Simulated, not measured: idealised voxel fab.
Process module in this document: voxel fin reveal
Section shown: cut. Width: 280 nm. Cell size: 5 nm, square.
A cross-section is a grid of square cells, given in bands from the top down. A band is one or more rows of cells. The band entry comprises the height of the band's top followed by the height of its bottom, expressed in nm, and subsequently the band's materials from left to right, each stated together with its width in nm. Where a single material is marked with the word "everywhere", that material fills the band from edge to edge. The word "empty" represents empty space. Height 0 is the level under which the wafer as received is all one material. The lowest band goes on downwards, as in "top 0, no bottom". The width entry "30->40" should be interpreted row by row: the top row of cells in the band takes the first number, the bottom row takes the second number, and the change between adjacent rows is uniform throughout. The cross-section has no changed cell in any step marked "left unchanged". The label "Catalogued sealed voids" introduces a list of the empty spaces, 8 cells or larger, that have no open way up to the top; each entry in it reads width x height at distance, where the distance is taken from the left edge and all three are stated in nm. Where a step's line continues beyond its settings, the continuation is a remark by the simulator itself on that step. overlay nm: how far to the right of its planned place the mask lay on this masked step (negative: to the left).
### Steps planned for the process
1) RECEIVE,material Si
2) CONFORMAL_DEP,material SiN,thk nm 5
3) MASKED_ETCH,tone cover,mask id FINS,width nm 15,pitch nm 40,etch materials SiN,depth nm 5,overlay nm 0
4) MASKED_ETCH,tone cover,mask id FINS,width nm 15,pitch nm 40,etch materials Si,depth nm 35,overlay nm 0
5) OXIDIZE,depth nm 5
6) FILL_DEP,material SiO2,thk nm 15
7) CMP,height nm 5
8) SELECTIVE_ETCH,etch materials SiO2,depth nm 30
9) STRIP,etch materials SiN
Among the wafers covered here, the point of difference is the width nm at step 4; their starting state is shared, and the plan presents the value of the first wafer.
### The as-received cross-section of the first of several wafers corresponds to the state after step 1
    top 0, no bottom: Si everywhere
    Catalogued sealed voids: none
### Cross-section of the first of several wafers, taken after step 9, where the module ends
    top 0, bottom -25: empty 95 nm | Si 5 nm | empty 35 nm | Si 5 nm | empty 35 nm | Si 5 nm | empty 100 nm
    top -25, bottom -40: SiO2 95 nm | Si 5 nm | SiO2 35 nm | Si 5 nm | SiO2 35 nm | Si 5 nm | SiO2 100 nm
    top -40, no bottom: Si everywhere
    Catalogued sealed voids: none
### Cross-sectional view of the final wafer of several at the module's end
    top 0, bottom -5: empty 95 nm | Si 5 nm | empty 35 nm | Si 5 nm | empty 35 nm | Si 5 nm | empty 100 nm
    top -5, bottom -25: empty 90 nm | Si 15 nm | empty 25 nm | Si 15 nm | empty 25 nm | Si 15 nm | empty 95 nm
    top -25, bottom -40: SiO2 90 nm | Si 15 nm | SiO2 25 nm | Si 15 nm | SiO2 25 nm | Si 15 nm | SiO2 95 nm
    top -40, no bottom: Si everywhere
    Catalogued sealed voids: none
### Heads up, this table goes wafer by wafer. A row tells you, at the end of the module, how many cells of each material that wafer has put on (+) or dropped (-) since it was received, and then its closed voids
width nm 15; -424 Si; +159 SiO2; Catalogued sealed voids: none
width nm 20; -403 Si; +150 SiO2; Catalogued sealed voids: none
width nm 25; -382 Si; +141 SiO2; Catalogued sealed voids: none
